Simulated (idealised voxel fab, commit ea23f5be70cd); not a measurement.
process module | voxel transistor to metal
cross-section cut | 160 nm wide | cells 5 nm
A cross-section is a grid of square cells, given in bands from the top down. A band is one or more rows of cells.
Each band's line starts with the height of the band's top and of its bottom, in nm. Then come its materials from left to right, each with its width in nm. One material with "throughout" fills the band from edge to edge. "air" is empty space.
Height 0 is the level under which the wafer as received is all one material. The lowest band goes on downwards, as in "0 down".
A width such as "30 to 40" changes by the same amount from each row of cells to the next, from the band's top row to its bottom row.
"no change" after a step means that no cell of the cross-section changed.
closed voids: empty space of 8 cells or more with no open way to the top, each as width x height at its distance from the left edge, in nm
after a step's settings: what the simulator itself notes on the step
overlay nm, on a step with a mask: how far to the right of its planned place the mask lay; to the left if negative
plan
1 op RECEIVE | material Si
2 op OXIDIZE | depth nm 5
3 op CONFORMAL_DEP | material SiN | thk nm 15
4 op PATTERN | tone cover | mask id ACTIVE | material resist | width nm 120 | thk nm 15 | overlay nm 0
5 op DIRECTIONAL_ETCH | etch materials SiN | depth nm 15
6 op DIRECTIONAL_ETCH | etch materials SiO2 | depth nm 5
7 op DIRECTIONAL_ETCH | etch materials Si | depth nm 35
8 op STRIP | etch materials resist
9 op OXIDIZE | depth nm 5
10 op FILL_DEP | material SiO2 | thk nm 5
11 op CMP | height nm 15
12 op SELECTIVE_ETCH | etch materials SiO2 | depth nm 5
13 op STRIP | etch materials SiN
14 op SELECTIVE_ETCH | etch materials SiO2 | depth nm 5
15 op OXIDIZE | depth nm 5
16 op DIRECTIONAL_DEP | material polySi | thk nm 20
17 op DIRECTIONAL_DEP | material SiCN | thk nm 10
18 op MASKED_ETCH | tone cover | mask id GATE | width nm 30 | etch materials SiCN | depth nm 20 | overlay nm 0
19 op MASKED_ETCH | tone cover | mask id GATE | width nm 30 | etch materials polySi | depth nm 30 | overlay nm 0
20 op CONFORMAL_DEP | material SiO2 | thk nm 5
21 op DIRECTIONAL_ETCH | etch materials SiO2 | depth nm 5
22 op CONFORMAL_DEP | material SiN | thk nm 5
23 op DIRECTIONAL_ETCH | etch materials SiN | depth nm 5
24 op DIRECTIONAL_ETCH | etch materials SiO2 | depth nm 5
25 op DIRECTIONAL_ETCH | etch materials Si | depth nm 15
26 op EPI | material SiGe | thk nm 20
27 op FILL_DEP | material SiO2 | thk nm 10
28 op CMP | height nm 15
29 op STRIP | etch materials polySi
30 op SELECTIVE_ETCH | etch materials SiO2 | depth nm 5
31 op CONFORMAL_DEP | material HfO2 | thk nm 5
32 op CONFORMAL_DEP | material TiN | thk nm 5
33 op FILL_DEP | material W | thk nm 10
34 op CMP | height nm 10
35 op DIRECTIONAL_DEP | material SiO2 | thk nm 10
36 op PATTERN | tone open | mask id CONTACT | material resist | width nm 20 | pitch nm 90 | thk nm 15 | overlay nm 0
37 op DIRECTIONAL_ETCH | etch materials SiO2 | depth nm 25
38 op STRIP | etch materials resist
39 op CONFORMAL_DEP | material TiN | thk nm 5
40 op FILL_DEP | material W | thk nm 5
41 op CMP | height nm 20
42 op DIRECTIONAL_DEP | material TiN | thk nm 5
43 op DIRECTIONAL_DEP | material W | thk nm 20
44 op PATTERN | tone cover | mask id METAL_1 | material resist | width nm 20 | pitch nm 90 | thk nm 20 | overlay nm -10
45 op DIRECTIONAL_ETCH | etch materials W | depth nm 20
46 op DIRECTIONAL_ETCH | etch materials TiN | depth nm 5
47 op STRIP | etch materials resist
48 op CONFORMAL_DEP | material SiN | thk nm 5
49 op FILL_DEP | material SiO2 | thk nm 10
50 op CMP | height nm 45
51 op CONFORMAL_DEP | material SiCN | thk nm 5
52 op DIRECTIONAL_DEP | material SiO2 | thk nm 35
53 op PATTERN | tone open | mask id METAL_2_HOLES | material resist | width nm 15 | pitch nm 90 | thk nm 20 | overlay nm 0
54 op DIRECTIONAL_ETCH | etch materials SiO2 | depth nm 35
55 op STRIP | etch materials resist
56 op PATTERN | tone open | mask id METAL_2 | material resist | width nm 20 | pitch nm 90 | thk nm 15 | overlay nm 0
57 op DIRECTIONAL_ETCH | etch materials SiO2 | depth nm 20
58 op DIRECTIONAL_ETCH | etch materials SiCN | depth nm 5
59 op STRIP | etch materials resist
60 op CONFORMAL_DEP | material TiN | thk nm 5
61 op FILL_DEP | material Cu | thk nm 10
62 op CMP | height nm 85
63 op CONFORMAL_DEP | material SiCN | thk nm 5
varied across the wafers: overlay nm of step 44. The plan shows the first wafer's value. All wafers start alike
first wafer as received, after step 1
  0 down: Si throughout
  closed voids: none
first wafer at the end, after step 63
  90 to 85: SiCN throughout
  85 to 70: SiO2 25 | TiN 5 | Cu 10 | TiN 5 | SiO2 70 | TiN 5 | Cu 10 | TiN 5 | SiO2 25
  70 to 65: SiO2 25 | TiN 5 | Cu 5 | TiN 10 | SiO2 70 | TiN 5 | Cu 5 | TiN 10 | SiO2 25
  65 to 50: SiO2 25 | TiN 5 | Cu 5 | TiN 5 | SiO2 75 | TiN 5 | Cu 5 | TiN 5 | SiO2 30
  50 to 45: SiCN 25 | TiN 15 | SiCN 75 | TiN 15 | SiCN 30
  45 to 25: SiO2 10 | SiN 5 | W 20 | SiN 5 | SiO2 60 | SiN 5 | W 20 | SiN 5 | SiO2 30
  25 to 20: SiN 15 | TiN 20 | SiN 70 | TiN 20 | SiN 35
  20 to 15: SiO2 25 | TiN 5 | W 10 | TiN 5 | SiO2 70 | TiN 5 | W 10 | TiN 5 | SiO2 25
  15 to 10: SiO2 25 | TiN 20 | SiO2 70 | TiN 20 | SiO2 25
  10 to 5: SiO2 25 | TiN 10 | SiGe 20 | SiN 5 | HfO2 5 | TiN 5 | W 20 | TiN 5 | HfO2 5 | SiN 5 | SiGe 20 | TiN 10 | SiO2 25
  5 to 0: SiO2 20 | SiN 5 | TiN 10 | SiGe 20 | SiN 5 | HfO2 5 | TiN 5 | W 20 | TiN 5 | HfO2 5 | SiN 5 | SiGe 20 | TiN 10 | SiN 5 | SiO2 20
  0 to -5: SiO2 20 | SiN 5 | TiN 10 | SiGe 20 | SiN 5 | HfO2 5 | TiN 30 | HfO2 5 | SiN 5 | SiGe 20 | TiN 10 | SiN 5 | SiO2 20
  -5 to -10: SiO2 25 | SiGe 30 | SiO2 5 | HfO2 40 | SiO2 5 | SiGe 30 | SiO2 25
  -10 to -25: SiO2 25 | SiGe 30 | Si 50 | SiGe 30 | SiO2 25
  -25 to -45: SiO2 25 | Si 110 | SiO2 25
  -45 down: Si throughout
  closed voids: none
last wafer at the end
  90 to 85: SiCN throughout
  85 to 70: SiO2 25 | TiN 5 | Cu 10 | TiN 5 | SiO2 70 | TiN 5 | Cu 10 | TiN 5 | SiO2 25
  70 to 65: SiO2 25 | TiN 5 | Cu 5 | TiN 10 | SiO2 70 | TiN 5 | Cu 5 | TiN 10 | SiO2 25
  65 to 50: SiO2 25 | TiN 5 | Cu 5 | TiN 5 | SiO2 75 | TiN 5 | Cu 5 | TiN 5 | SiO2 30
  50 to 45: SiCN 25 | TiN 15 | SiCN 75 | TiN 15 | SiCN 30
  45 to 25: SiO2 30 | SiN 5 | W 20 | SiN 5 | SiO2 60 | SiN 5 | W 20 | SiN 5 | SiO2 10
  25 to 20: SiN 35 | TiN 20 | SiN 70 | TiN 20 | SiN 15
  20 to 15: SiO2 25 | TiN 5 | W 10 | TiN 5 | SiO2 70 | TiN 5 | W 10 | TiN 5 | SiO2 25
  15 to 10: SiO2 25 | TiN 20 | SiO2 70 | TiN 20 | SiO2 25
  10 to 5: SiO2 25 | TiN 10 | SiGe 20 | SiN 5 | HfO2 5 | TiN 5 | W 20 | TiN 5 | HfO2 5 | SiN 5 | SiGe 20 | TiN 10 | SiO2 25
  5 to 0: SiO2 20 | SiN 5 | TiN 10 | SiGe 20 | SiN 5 | HfO2 5 | TiN 5 | W 20 | TiN 5 | HfO2 5 | SiN 5 | SiGe 20 | TiN 10 | SiN 5 | SiO2 20
  0 to -5: SiO2 20 | SiN 5 | TiN 10 | SiGe 20 | SiN 5 | HfO2 5 | TiN 30 | HfO2 5 | SiN 5 | SiGe 20 | TiN 10 | SiN 5 | SiO2 20
  -5 to -10: SiO2 25 | SiGe 30 | SiO2 5 | HfO2 40 | SiO2 5 | SiGe 30 | SiO2 25
  -10 to -25: SiO2 25 | SiGe 30 | Si 50 | SiGe 30 | SiO2 25
  -25 to -45: SiO2 25 | Si 110 | SiO2 25
  -45 down: Si throughout
  closed voids: none
each wafer at the end: cells of each material gained (+) or lost (-) since it was received, then its closed voids
overlay nm -10 | +20 Cu | +14 HfO2 | -170 Si | +58 SiCN | +72 SiGe | +50 SiN | +410 SiO2 | +78 TiN | +44 W | closed voids: none
overlay nm -5 | +20 Cu | +14 HfO2 | -170 Si | +58 SiCN | +72 SiGe | +50 SiN | +410 SiO2 | +78 TiN | +44 W | closed voids: none
overlay nm 0 | +20 Cu | +14 HfO2 | -170 Si | +58 SiCN | +72 SiGe | +50 SiN | +410 SiO2 | +78 TiN | +44 W | closed voids: none
overlay nm 5 | +20 Cu | +14 HfO2 | -170 Si | +58 SiCN | +72 SiGe | +50 SiN | +410 SiO2 | +78 TiN | +44 W | closed voids: none
overlay nm 10 | +20 Cu | +14 HfO2 | -170 Si | +58 SiCN | +72 SiGe | +50 SiN | +410 SiO2 | +78 TiN | +44 W | closed voids: none
